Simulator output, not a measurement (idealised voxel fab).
Documented hereafter: the process module known as voxel trench capacitor.
It is cross-section cut that appears here, measuring 205 nm in width, its square cells being 5 nm in size.
When this document writes out a cross-section, it uses a grid of square cells and lists it as bands, beginning at the top and moving down, with a band standing for one or more rows of cells. First you get the band's top height and its bottom height, in nm, and then the materials it's made of, left to right, with each width in nm. If you see a single material with "throughout", that one covers the band edge to edge. "blank" is empty space. We count height from 0. Below that, the starting wafer is all one material. The lowest band never ends at the bottom but goes on down; see "0 and below" for how that is written. Read "30->40" as a graded width: first number on top, second number at the bottom, same change between each pair of neighbouring rows. Step note "stayed the same" = no cross-section cell changed. Under "Enclosed empty spaces" you'll find the enclosed gaps, the ones with no way out to the top, that are 8 cells or bigger; each reads width x height at distance, with distance counted from the left edge, everything in nm. Where a step's line continues beyond its settings, the continuation is a remark by the simulator itself on that step. "overlay nm", when on a step's line for a step with a mask, measures how far to the right of its planned place the mask lay; a negative measure means to the left. Note: before/after cross-section pairs follow, one process step per pair, after-side truncated at the lowest changed band, step and settings given beneath. Different runs of this module on the same starting wafer may supply the pairs; a pair continues the one above only where the "Before the process" entry says so.
# Before the process
	0 and below | Si throughout
	Enclosed empty spaces: none
# Resultant Cross-Section
	10 down to 0 | SiN throughout
	Under the height 0 nothing was changed.
	Enclosed empty spaces: none
Process step separating the two views above: CONFORMAL_DEP, material SiN, thk nm 10
Before the process: the pre-step structure is the one depicted after the step in the pair just above.
# Resultant Cross-Section
	25 down to 10 | resist: 15, blank: 20, resist: 30, blank: 20, resist: 30, blank: 20, resist: 30, blank: 20, resist: 20
	Under the height 10 nothing was changed.
	Enclosed empty spaces: none
Process step separating the two views above: PATTERN, tone open, mask id TRENCH, material resist, width nm 20, pitch nm 50, thk nm 15, overlay nm 0
Before the process: the pre-step structure is the one depicted after the step in the pair just above.
# Resultant Cross-Section
	25 down to 10 | resist: 15, blank: 20, resist: 30, blank: 20, resist: 30, blank: 20, resist: 30, blank: 20, resist: 20
	10 down to 0 | SiN: 15, blank: 20, SiN: 30, blank: 20, SiN: 30, blank: 20, SiN: 30, blank: 20, SiN: 20
	Under the height 0 nothing was changed.
	Enclosed empty spaces: none
Process step separating the two views above: DIRECTIONAL_ETCH, etch materials SiN, depth nm 10
Before the process: the pre-step structure is the one depicted after the step in the pair just above.
# Resultant Cross-Section
	25 down to 10 | resist: 15, blank: 20, resist: 30, blank: 20, resist: 30, blank: 20, resist: 30, blank: 20, resist: 20
	10 down to 0 | SiN: 15, blank: 20, SiN: 30, blank: 20, SiN: 30, blank: 20, SiN: 30, blank: 20, SiN: 20
	0 down to -35 | Si: 15, blank: 20, Si: 30, blank: 20, Si: 30, blank: 20, Si: 30, blank: 20, Si: 20
	Under the height -35 nothing was changed.
	Enclosed empty spaces: none
Process step separating the two views above: DIRECTIONAL_ETCH, etch materials Si, depth nm 35
Before the process: the pre-step structure is the one depicted after the step in the pair just above.
# Resultant Cross-Section
	10 down to 0 | SiN: 15, blank: 20, SiN: 30, blank: 20, SiN: 30, blank: 20, SiN: 30, blank: 20, SiN: 20
	Under the height 0 nothing was changed.
	Enclosed empty spaces: none
Process step separating the two views above: STRIP, etch materials resist
Before the process: the pre-step structure is the one depicted after the step in the pair just above.
# Resultant Cross-Section
	15 down to 10 | Al2O3: 20, blank: 10, Al2O3: 40, blank: 10, Al2O3: 40, blank: 10, Al2O3: 40, blank: 10, Al2O3: 25
	10 down to 0 | SiN: 15, Al2O3: 5, blank: 10, Al2O3: 5, SiN: 30, Al2O3: 5, blank: 10, Al2O3: 5, SiN: 30, Al2O3: 5, blank: 10, Al2O3: 5, SiN: 30, Al2O3: 5, blank: 10, Al2O3: 5, SiN: 20
	0 down to -30 | Si: 15, Al2O3: 5, blank: 10, Al2O3: 5, Si: 30, Al2O3: 5, blank: 10, Al2O3: 5, Si: 30, Al2O3: 5, blank: 10, Al2O3: 5, Si: 30, Al2O3: 5, blank: 10, Al2O3: 5, Si: 20
	-30 down to -35 | Si: 15, Al2O3: 20, Si: 30, Al2O3: 20, Si: 30, Al2O3: 20, Si: 30, Al2O3: 20, Si: 20
	Under the height -35 nothing was changed.
	Enclosed empty spaces: none
Process step separating the two views above: CONFORMAL_DEP, material Al2O3, thk nm 5
Before the process: the pre-step structure is the one depicted after the step in the pair just above.
# Resultant Cross-Section
	25 down to 15 | polySi throughout
	15 down to 10 | Al2O3: 20, polySi: 10, Al2O3: 40, polySi: 10, Al2O3: 40, polySi: 10, Al2O3: 40, polySi: 10, Al2O3: 25
	10 down to 0 | SiN: 15, Al2O3: 5, polySi: 10, Al2O3: 5, SiN: 30, Al2O3: 5, polySi: 10, Al2O3: 5, SiN: 30, Al2O3: 5, polySi: 10, Al2O3: 5, SiN: 30, Al2O3: 5, polySi: 10, Al2O3: 5, SiN: 20
	0 down to -30 | Si: 15, Al2O3: 5, polySi: 10, Al2O3: 5, Si: 30, Al2O3: 5, polySi: 10, Al2O3: 5, Si: 30, Al2O3: 5, polySi: 10, Al2O3: 5, Si: 30, Al2O3: 5, polySi: 10, Al2O3: 5, Si: 20
	Under the height -30 nothing was changed.
	Enclosed empty spaces: none
Process step separating the two views above: FILL_DEP, material polySi, thk nm 10
Before the process: the pre-step structure is the one depicted after the step in the pair just above.
# Resultant Cross-Section
	10 down to 0 | SiN: 15, Al2O3: 5, polySi: 10, Al2O3: 5, SiN: 30, Al2O3: 5, polySi: 10, Al2O3: 5, SiN: 30, Al2O3: 5, polySi: 10, Al2O3: 5, SiN: 30, Al2O3: 5, polySi: 10, Al2O3: 5, SiN: 20
	Under the height 0 nothing was changed.
	Enclosed empty spaces: none
Process step separating the two views above: CMP, height nm 10
# Before the process
	25 down to 10 | resist: 15, blank: 20, resist: 30, blank: 20, resist: 30, blank: 20, resist: 30, blank: 20, resist: 20
	10 down to 0 | SiN: 15, blank: 20, SiN: 30, blank: 20, SiN: 30, blank: 20, SiN: 30, blank: 20, SiN: 20
	0 down to -35 | Si: 15, blank: 20, Si: 30, blank: 20, Si: 30, blank: 20, Si: 30, blank: 20, Si: 20
	-35 and below | Si throughout
	Enclosed empty spaces: none
# Resultant Cross-Section
	25 down to 10 | resist: 15, blank: 20, resist: 30, blank: 20, resist: 30, blank: 20, resist: 30, blank: 20, resist: 20
	10 down to 0 | SiN: 15, blank: 20, SiN: 30, blank: 20, SiN: 30, blank: 20, SiN: 30, blank: 20, SiN: 20
	0 down to -70 | Si: 15, blank: 20, Si: 30, blank: 20, Si: 30, blank: 20, Si: 30, blank: 20, Si: 20
	Under the height -70 nothing was changed.
	Enclosed empty spaces: none
Process step separating the two views above: DIRECTIONAL_ETCH, etch materials Si, depth nm 35
Before the process: the pre-step structure is the one depicted after the step in the pair just above.
# Resultant Cross-Section
	10 down to 0 | SiN: 15, blank: 20, SiN: 30, blank: 20, SiN: 30, blank: 20, SiN: 30, blank: 20, SiN: 20
	Under the height 0 nothing was changed.
	Enclosed empty spaces: none
Process step separating the two views above: STRIP, etch materials resist
Before the process: the pre-step structure is the one depicted after the step in the pair just above.
# Resultant Cross-Section
	15 down to 10 | Al2O3: 20, blank: 10, Al2O3: 40, blank: 10, Al2O3: 40, blank: 10, Al2O3: 40, blank: 10, Al2O3: 25
	10 down to 0 | SiN: 15, Al2O3: 5, blank: 10, Al2O3: 5, SiN: 30, Al2O3: 5, blank: 10, Al2O3: 5, SiN: 30, Al2O3: 5, blank: 10, Al2O3: 5, SiN: 30, Al2O3: 5, blank: 10, Al2O3: 5, SiN: 20
	0 down to -65 | Si: 15, Al2O3: 5, blank: 10, Al2O3: 5, Si: 30, Al2O3: 5, blank: 10, Al2O3: 5, Si: 30, Al2O3: 5, blank: 10, Al2O3: 5, Si: 30, Al2O3: 5, blank: 10, Al2O3: 5, Si: 20
	-65 down to -70 | Si: 15, Al2O3: 20, Si: 30, Al2O3: 20, Si: 30, Al2O3: 20, Si: 30, Al2O3: 20, Si: 20
	Under the height -70 nothing was changed.
	Enclosed empty spaces: none
Process step separating the two views above: CONFORMAL_DEP, material Al2O3, thk nm 5
Before the process: the pre-step structure is the one depicted after the step in the pair just above.
# Resultant Cross-Section
	25 down to 15 | polySi throughout
	15 down to 10 | Al2O3: 20, polySi: 10, Al2O3: 40, polySi: 10, Al2O3: 40, polySi: 10, Al2O3: 40, polySi: 10, Al2O3: 25
	10 down to 0 | SiN: 15, Al2O3: 5, polySi: 10, Al2O3: 5, SiN: 30, Al2O3: 5, polySi: 10, Al2O3: 5, SiN: 30, Al2O3: 5, polySi: 10, Al2O3: 5, SiN: 30, Al2O3: 5, polySi: 10, Al2O3: 5, SiN: 20
	0 down to -65 | Si: 15, Al2O3: 5, polySi: 10, Al2O3: 5, Si: 30, Al2O3: 5, polySi: 10, Al2O3: 5, Si: 30, Al2O3: 5, polySi: 10, Al2O3: 5, Si: 30, Al2O3: 5, polySi: 10, Al2O3: 5, Si: 20
	Under the height -65 nothing was changed.
	Enclosed empty spaces: none
Process step separating the two views above: FILL_DEP, material polySi, thk nm 10
Before the process: the pre-step structure is the one depicted after the step in the pair just above.
# Resultant Cross-Section
	10 down to 0 | SiN: 15, Al2O3: 5, polySi: 10, Al2O3: 5, SiN: 30, Al2O3: 5, polySi: 10, Al2O3: 5, SiN: 30, Al2O3: 5, polySi: 10, Al2O3: 5, SiN: 30, Al2O3: 5, polySi: 10, Al2O3: 5, SiN: 20
	Under the height 0 nothing was changed.
	Enclosed empty spaces: none
Process step separating the two views above: CMP, height nm 10
# Before the process
	25 down to 10 | resist: 15, blank: 20, resist: 30, blank: 20, resist: 30, blank: 20, resist: 30, blank: 20, resist: 20
	10 down to 0 | SiN: 15, blank: 20, SiN: 30, blank: 20, SiN: 30, blank: 20, SiN: 30, blank: 20, SiN: 20
	0 and below | Si throughout
	Enclosed empty spaces: none
# Resultant Cross-Section
	10 down to 0 | SiN: 15, blank: 20, SiN: 30, blank: 20, SiN: 30, blank: 20, SiN: 30, blank: 20, SiN: 20
	Under the height 0 nothing was changed.
	Enclosed empty spaces: none
Process step separating the two views above: STRIP, etch materials resist
Before the process: the pre-step structure is the one depicted after the step in the pair just above.
# Resultant Cross-Section
	10 down to 0 | SiN: 15, blank: 20, SiN: 30, blank: 20, SiN: 30, blank: 20, SiN: 30, blank: 20, SiN: 20
	0 down to -35 | Si: 15, blank: 20, Si: 30, blank: 20, Si: 30, blank: 20, Si: 30, blank: 20, Si: 20
	Under the height -35 nothing was changed.
	Enclosed empty spaces: none
Process step separating the two views above: DIRECTIONAL_ETCH, etch materials Si, depth nm 35
# Before the process
	25 down to 15 | polySi throughout
	15 down to 10 | Al2O3: 20, polySi: 10, Al2O3: 40, polySi: 10, Al2O3: 40, polySi: 10, Al2O3: 40, polySi: 10, Al2O3: 25
	10 down to 0 | SiN: 15, Al2O3: 5, polySi: 10, Al2O3: 5, SiN: 30, Al2O3: 5, polySi: 10, Al2O3: 5, SiN: 30, Al2O3: 5, polySi: 10, Al2O3: 5, SiN: 30, Al2O3: 5, polySi: 10, Al2O3: 5, SiN: 20
	0 down to -30 | Si: 15, Al2O3: 5, polySi: 10, Al2O3: 5, Si: 30, Al2O3: 5, polySi: 10, Al2O3: 5, Si: 30, Al2O3: 5, polySi: 10, Al2O3: 5, Si: 30, Al2O3: 5, polySi: 10, Al2O3: 5, Si: 20
	-30 down to -35 | Si: 15, Al2O3: 20, Si: 30, Al2O3: 20, Si: 30, Al2O3: 20, Si: 30, Al2O3: 20, Si: 20
	-35 and below | Si throughout
	Enclosed empty spaces: none
# Resultant Cross-Section
	0 down to -30 | Si: 15, Al2O3: 5, polySi: 10, Al2O3: 5, Si: 30, Al2O3: 5, polySi: 10, Al2O3: 5, Si: 30, Al2O3: 5, polySi: 10, Al2O3: 5, Si: 30, Al2O3: 5, polySi: 10, Al2O3: 5, Si: 20
	Under the height -30 nothing was changed.
	Enclosed empty spaces: none
Process step separating the two views above: CMP, height nm 0
# Before the process
	10 down to 0 | SiN throughout
	0 and below | Si throughout
	Enclosed empty spaces: none
# Resultant Cross-Section
	25 down to 10 | resist: 20, blank: 15, resist: 35, blank: 15, resist: 35, blank: 15, resist: 35, blank: 15, resist: 20
	Under the height 10 nothing was changed.
	Enclosed empty spaces: none
Process step separating the two views above: PATTERN, tone open, mask id TRENCH, material resist, width nm 15, pitch nm 50, thk nm 15, overlay nm 0
Before the process: the pre-step structure is the one depicted after the step in the pair just above.
# Resultant Cross-Section
	25 down to 10 | resist: 20, blank: 15, resist: 35, blank: 15, resist: 35, blank: 15, resist: 35, blank: 15, resist: 20
	10 down to 0 | SiN: 20, blank: 15, SiN: 35, blank: 15, SiN: 35, blank: 15, SiN: 35, blank: 15, SiN: 20
	Under the height 0 nothing was changed.
	Enclosed empty spaces: none
Process step separating the two views above: DIRECTIONAL_ETCH, etch materials SiN, depth nm 10
Before the process: the pre-step structure is the one depicted after the step in the pair just above.
# Resultant Cross-Section
	25 down to 10 | resist: 20, blank: 15, resist: 35, blank: 15, resist: 35, blank: 15, resist: 35, blank: 15, resist: 20
	10 down to 0 | SiN: 20, blank: 15, SiN: 35, blank: 15, SiN: 35, blank: 15, SiN: 35, blank: 15, SiN: 20
	0 down to -35 | Si: 20, blank: 15, Si: 35, blank: 15, Si: 35, blank: 15, Si: 35, blank: 15, Si: 20
	Under the height -35 nothing was changed.
	Enclosed empty spaces: none
Process step separating the two views above: DIRECTIONAL_ETCH, etch materials Si, depth nm 35
Before the process: the pre-step structure is the one depicted after the step in the pair just above.
# Resultant Cross-Section
	10 down to 0 | SiN: 20, blank: 15, SiN: 35, blank: 15, SiN: 35, blank: 15, SiN: 35, blank: 15, SiN: 20
	Under the height 0 nothing was changed.
	Enclosed empty spaces: none
Process step separating the two views above: STRIP, etch materials resist
Before the process: the pre-step structure is the one depicted after the step in the pair just above.
# Resultant Cross-Section
	15 down to 10 | Al2O3: 25, blank: 5, Al2O3: 45, blank: 5, Al2O3: 45, blank: 5, Al2O3: 45, blank: 5, Al2O3: 25
	10 down to 0 | SiN: 20, Al2O3: 5, blank: 5, Al2O3: 5, SiN: 35, Al2O3: 5, blank: 5, Al2O3: 5, SiN: 35, Al2O3: 5, blank: 5, Al2O3: 5, SiN: 35, Al2O3: 5, blank: 5, Al2O3: 5, SiN: 20
	0 down to -30 | Si: 20, Al2O3: 5, blank: 5, Al2O3: 5, Si: 35, Al2O3: 5, blank: 5, Al2O3: 5, Si: 35, Al2O3: 5, blank: 5, Al2O3: 5, Si: 35, Al2O3: 5, blank: 5, Al2O3: 5, Si: 20
	-30 down to -35 | Si: 20, Al2O3: 15, Si: 35, Al2O3: 15, Si: 35, Al2O3: 15, Si: 35, Al2O3: 15, Si: 20
	Under the height -35 nothing was changed.
	Enclosed empty spaces: none
Process step separating the two views above: CONFORMAL_DEP, material Al2O3, thk nm 5
Before the process: the pre-step structure is the one depicted after the step in the pair just above.
# Resultant Cross-Section
	25 down to 15 | polySi throughout
	15 down to 10 | Al2O3: 25, polySi: 5, Al2O3: 45, polySi: 5, Al2O3: 45, polySi: 5, Al2O3: 45, polySi: 5, Al2O3: 25
	10 down to 0 | SiN: 20, Al2O3: 5, polySi: 5, Al2O3: 5, SiN: 35, Al2O3: 5, polySi: 5, Al2O3: 5, SiN: 35, Al2O3: 5, polySi: 5, Al2O3: 5, SiN: 35, Al2O3: 5, polySi: 5, Al2O3: 5, SiN: 20
	0 down to -30 | Si: 20, Al2O3: 5, polySi: 5, Al2O3: 5, Si: 35, Al2O3: 5, polySi: 5, Al2O3: 5, Si: 35, Al2O3: 5, polySi: 5, Al2O3: 5, Si: 35, Al2O3: 5, polySi: 5, Al2O3: 5, Si: 20
	Under the height -30 nothing was changed.
	Enclosed empty spaces: none
Process step separating the two views above: FILL_DEP, material polySi, thk nm 10
Before the process: the pre-step structure is the one depicted after the step in the pair just above.
# Resultant Cross-Section
	10 down to 0 | SiN: 20, Al2O3: 5, polySi: 5, Al2O3: 5, SiN: 35, Al2O3: 5, polySi: 5, Al2O3: 5, SiN: 35, Al2O3: 5, polySi: 5, Al2O3: 5, SiN: 35, Al2O3: 5, polySi: 5, Al2O3: 5, SiN: 20
	Under the height 0 nothing was changed.
	Enclosed empty spaces: none
Process step separating the two views above: CMP, height nm 10
# Before the process
	10 down to 0 | SiN throughout
	0 and below | Si throughout
	Enclosed empty spaces: none
# Resultant Cross-Section
	25 down to 10 | resist: 20, blank: 20, resist: 30, blank: 20, resist: 30, blank: 20, resist: 30, blank: 20, resist: 15
	Under the height 10 nothing was changed.
	Enclosed empty spaces: none
Process step separating the two views above: PATTERN, tone open, mask id TRENCH, material resist, width nm 20, pitch nm 50, thk nm 15, overlay nm 5
Before the process: the pre-step structure is the one depicted after the step in the pair just above.
# Resultant Cross-Section
	25 down to 10 | resist: 20, blank: 20, resist: 30, blank: 20, resist: 30, blank: 20, resist: 30, blank: 20, resist: 15
	10 down to 0 | SiN: 20, blank: 20, SiN: 30, blank: 20, SiN: 30, blank: 20, SiN: 30, blank: 20, SiN: 15
	Under the height 0 nothing was changed.
	Enclosed empty spaces: none
Process step separating the two views above: DIRECTIONAL_ETCH, etch materials SiN, depth nm 10
Before the process: the pre-step structure is the one depicted after the step in the pair just above.
# Resultant Cross-Section
	25 down to 10 | resist: 20, blank: 20, resist: 30, blank: 20, resist: 30, blank: 20, resist: 30, blank: 20, resist: 15
	10 down to 0 | SiN: 20, blank: 20, SiN: 30, blank: 20, SiN: 30, blank: 20, SiN: 30, blank: 20, SiN: 15
	0 down to -35 | Si: 20, blank: 20, Si: 30, blank: 20, Si: 30, blank: 20, Si: 30, blank: 20, Si: 15
	Under the height -35 nothing was changed.
	Enclosed empty spaces: none
Process step separating the two views above: DIRECTIONAL_ETCH, etch materials Si, depth nm 35
Before the process: the pre-step structure is the one depicted after the step in the pair just above.
# Resultant Cross-Section
	10 down to 0 | SiN: 20, blank: 20, SiN: 30, blank: 20, SiN: 30, blank: 20, SiN: 30, blank: 20, SiN: 15
	Under the height 0 nothing was changed.
	Enclosed empty spaces: none
Process step separating the two views above: STRIP, etch materials resist
Before the process: the pre-step structure is the one depicted after the step in the pair just above.
# Resultant Cross-Section
	15 down to 10 | Al2O3: 25, blank: 10, Al2O3: 40, blank: 10, Al2O3: 40, blank: 10, Al2O3: 40, blank: 10, Al2O3: 20
	10 down to 0 | SiN: 20, Al2O3: 5, blank: 10, Al2O3: 5, SiN: 30, Al2O3: 5, blank: 10, Al2O3: 5, SiN: 30, Al2O3: 5, blank: 10, Al2O3: 5, SiN: 30, Al2O3: 5, blank: 10, Al2O3: 5, SiN: 15
	0 down to -30 | Si: 20, Al2O3: 5, blank: 10, Al2O3: 5, Si: 30, Al2O3: 5, blank: 10, Al2O3: 5, Si: 30, Al2O3: 5, blank: 10, Al2O3: 5, Si: 30, Al2O3: 5, blank: 10, Al2O3: 5, Si: 15
	-30 down to -35 | Si: 20, Al2O3: 20, Si: 30, Al2O3: 20, Si: 30, Al2O3: 20, Si: 30, Al2O3: 20, Si: 15
	Under the height -35 nothing was changed.
	Enclosed empty spaces: none
Process step separating the two views above: CONFORMAL_DEP, material Al2O3, thk nm 5
Before the process: the pre-step structure is the one depicted after the step in the pair just above.
# Resultant Cross-Section
	25 down to 15 | polySi throughout
	15 down to 10 | Al2O3: 25, polySi: 10, Al2O3: 40, polySi: 10, Al2O3: 40, polySi: 10, Al2O3: 40, polySi: 10, Al2O3: 20
	10 down to 0 | SiN: 20, Al2O3: 5, polySi: 10, Al2O3: 5, SiN: 30, Al2O3: 5, polySi: 10, Al2O3: 5, SiN: 30, Al2O3: 5, polySi: 10, Al2O3: 5, SiN: 30, Al2O3: 5, polySi: 10, Al2O3: 5, SiN: 15
	0 down to -30 | Si: 20, Al2O3: 5, polySi: 10, Al2O3: 5, Si: 30, Al2O3: 5, polySi: 10, Al2O3: 5, Si: 30, Al2O3: 5, polySi: 10, Al2O3: 5, Si: 30, Al2O3: 5, polySi: 10, Al2O3: 5, Si: 15
	Under the height -30 nothing was changed.
	Enclosed empty spaces: none
Process step separating the two views above: FILL_DEP, material polySi, thk nm 10
Before the process: the pre-step structure is the one depicted after the step in the pair just above.
# Resultant Cross-Section
	10 down to 0 | SiN: 20, Al2O3: 5, polySi: 10, Al2O3: 5, SiN: 30, Al2O3: 5, polySi: 10, Al2O3: 5, SiN: 30, Al2O3: 5, polySi: 10, Al2O3: 5, SiN: 30, Al2O3: 5, polySi: 10, Al2O3: 5, SiN: 15
	Under the height 0 nothing was changed.
	Enclosed empty spaces: none
Process step separating the two views above: CMP, height nm 10
# Before the process
	0 and below | Si throughout
	Enclosed empty spaces: none
# Resultant Cross-Section
	10 down to 0 | Al2O3 throughout
	Under the height 0 nothing was changed.
	Enclosed empty spaces: none
Process step separating the two views above: CONFORMAL_DEP, material Al2O3, thk nm 10
Before the process: the pre-step structure is the one depicted after the step in the pair just above.
# Resultant Cross-Section
	25 down to 10 | resist: 15, blank: 20, resist: 30, blank: 20, resist: 30, blank: 20, resist: 30, blank: 20, resist: 20
	Under the height 10 nothing was changed.
	Enclosed empty spaces: none
Process step separating the two views above: PATTERN, tone open, mask id TRENCH, material resist, width nm 20, pitch nm 50, thk nm 15, overlay nm 0
Before the process: the pre-step structure is the one depicted after the step in the pair just above.
# Resultant Cross-Section
	10 down to 0 | Al2O3 throughout
	Under the height 0 nothing was changed.
	Enclosed empty spaces: none
Process step separating the two views above: STRIP, etch materials resist
Before the process: the pre-step structure is the one depicted after the step in the pair just above.
# Resultant Cross-Section
	15 down to 0 | Al2O3 throughout
	Under the height 0 nothing was changed.
	Enclosed empty spaces: none
Process step separating the two views above: CONFORMAL_DEP, material Al2O3, thk nm 5
Before the process: the pre-step structure is the one depicted after the step in the pair just above.
# Resultant Cross-Section
	25 down to 15 | polySi throughout
	Under the height 15 nothing was changed.
	Enclosed empty spaces: none
Process step separating the two views above: FILL_DEP, material polySi, thk nm 10
Before the process: the pre-step structure is the one depicted after the step in the pair just above.
# Resultant Cross-Section
	10 down to 0 | Al2O3 throughout
	Under the height 0 nothing was changed.
	Enclosed empty spaces: none
Process step separating the two views above: CMP, height nm 10
# Before the process
	10 down to 0 | SiN throughout
	0 and below | Si throughout
	Enclosed empty spaces: none
# Resultant Cross-Section
	25 down to 10 | blank: 15, resist: 20, blank: 30, resist: 20, blank: 30, resist: 20, blank: 30, resist: 20, blank: 20
	Under the height 10 nothing was changed.
	Enclosed empty spaces: none
Process step separating the two views above: PATTERN, tone cover, mask id TRENCH, material resist, width nm 20, pitch nm 50, thk nm 15, overlay nm 0
Before the process: the pre-step structure is the one depicted after the step in the pair just above.
# Resultant Cross-Section
	25 down to 10 | blank: 15, resist: 20, blank: 30, resist: 20, blank: 30, resist: 20, blank: 30, resist: 20, blank: 20
	10 down to 0 | blank: 15, SiN: 20, blank: 30, SiN: 20, blank: 30, SiN: 20, blank: 30, SiN: 20, blank: 20
	Under the height 0 nothing was changed.
	Enclosed empty spaces: none
Process step separating the two views above: DIRECTIONAL_ETCH, etch materials SiN, depth nm 10
Before the process: the pre-step structure is the one depicted after the step in the pair just above.
# Resultant Cross-Section
	25 down to 10 | blank: 15, resist: 20, blank: 30, resist: 20, blank: 30, resist: 20, blank: 30, resist: 20, blank: 20
	10 down to 0 | blank: 15, SiN: 20, blank: 30, SiN: 20, blank: 30, SiN: 20, blank: 30, SiN: 20, blank: 20
	0 down to -35 | blank: 15, Si: 20, blank: 30, Si: 20, blank: 30, Si: 20, blank: 30, Si: 20, blank: 20
	Under the height -35 nothing was changed.
	Enclosed empty spaces: none
Process step separating the two views above: DIRECTIONAL_ETCH, etch materials Si, depth nm 35
Before the process: the pre-step structure is the one depicted after the step in the pair just above.
# Resultant Cross-Section
	10 down to 0 | blank: 15, SiN: 20, blank: 30, SiN: 20, blank: 30, SiN: 20, blank: 30, SiN: 20, blank: 20
	Under the height 0 nothing was changed.
	Enclosed empty spaces: none
Process step separating the two views above: STRIP, etch materials resist
Before the process: the pre-step structure is the one depicted after the step in the pair just above.
# Resultant Cross-Section
	15 down to 10 | blank: 10, Al2O3: 30, blank: 20, Al2O3: 30, blank: 20, Al2O3: 30, blank: 20, Al2O3: 30, blank: 15
	10 down to 0 | blank: 10, Al2O3: 5, SiN: 20, Al2O3: 5, blank: 20, Al2O3: 5, SiN: 20, Al2O3: 5, blank: 20, Al2O3: 5, SiN: 20, Al2O3: 5, blank: 20, Al2O3: 5, SiN: 20, Al2O3: 5, blank: 15
	0 down to -30 | blank: 10, Al2O3: 5, Si: 20, Al2O3: 5, blank: 20, Al2O3: 5, Si: 20, Al2O3: 5, blank: 20, Al2O3: 5, Si: 20, Al2O3: 5, blank: 20, Al2O3: 5, Si: 20, Al2O3: 5, blank: 15
	-30 down to -35 | Al2O3: 15, Si: 20, Al2O3: 30, Si: 20, Al2O3: 30, Si: 20, Al2O3: 30, Si: 20, Al2O3: 20
	Under the height -35 nothing was changed.
	Enclosed empty spaces: none
Process step separating the two views above: CONFORMAL_DEP, material Al2O3, thk nm 5
Before the process: the pre-step structure is the one depicted after the step in the pair just above.
# Resultant Cross-Section
	25 down to 15 | polySi throughout
	15 down to 10 | polySi: 10, Al2O3: 30, polySi: 20, Al2O3: 30, polySi: 20, Al2O3: 30, polySi: 20, Al2O3: 30, polySi: 15
	10 down to 0 | polySi: 10, Al2O3: 5, SiN: 20, Al2O3: 5, polySi: 20, Al2O3: 5, SiN: 20, Al2O3: 5, polySi: 20, Al2O3: 5, SiN: 20, Al2O3: 5, polySi: 20, Al2O3: 5, SiN: 20, Al2O3: 5, polySi: 15
	0 down to -30 | polySi: 10, Al2O3: 5, Si: 20, Al2O3: 5, polySi: 20, Al2O3: 5, Si: 20, Al2O3: 5, polySi: 20, Al2O3: 5, Si: 20, Al2O3: 5, polySi: 20, Al2O3: 5, Si: 20, Al2O3: 5, polySi: 15
	Under the height -30 nothing was changed.
	Enclosed empty spaces: none
Process step separating the two views above: FILL_DEP, material polySi, thk nm 10
Before the process: the pre-step structure is the one depicted after the step in the pair just above.
# Resultant Cross-Section
	10 down to 0 | polySi: 10, Al2O3: 5, SiN: 20, Al2O3: 5, polySi: 20, Al2O3: 5, SiN: 20, Al2O3: 5, polySi: 20, Al2O3: 5, SiN: 20, Al2O3: 5, polySi: 20, Al2O3: 5, SiN: 20, Al2O3: 5, polySi: 15
	Under the height 0 nothing was changed.
	Enclosed empty spaces: none
Process step separating the two views above: CMP, height nm 10
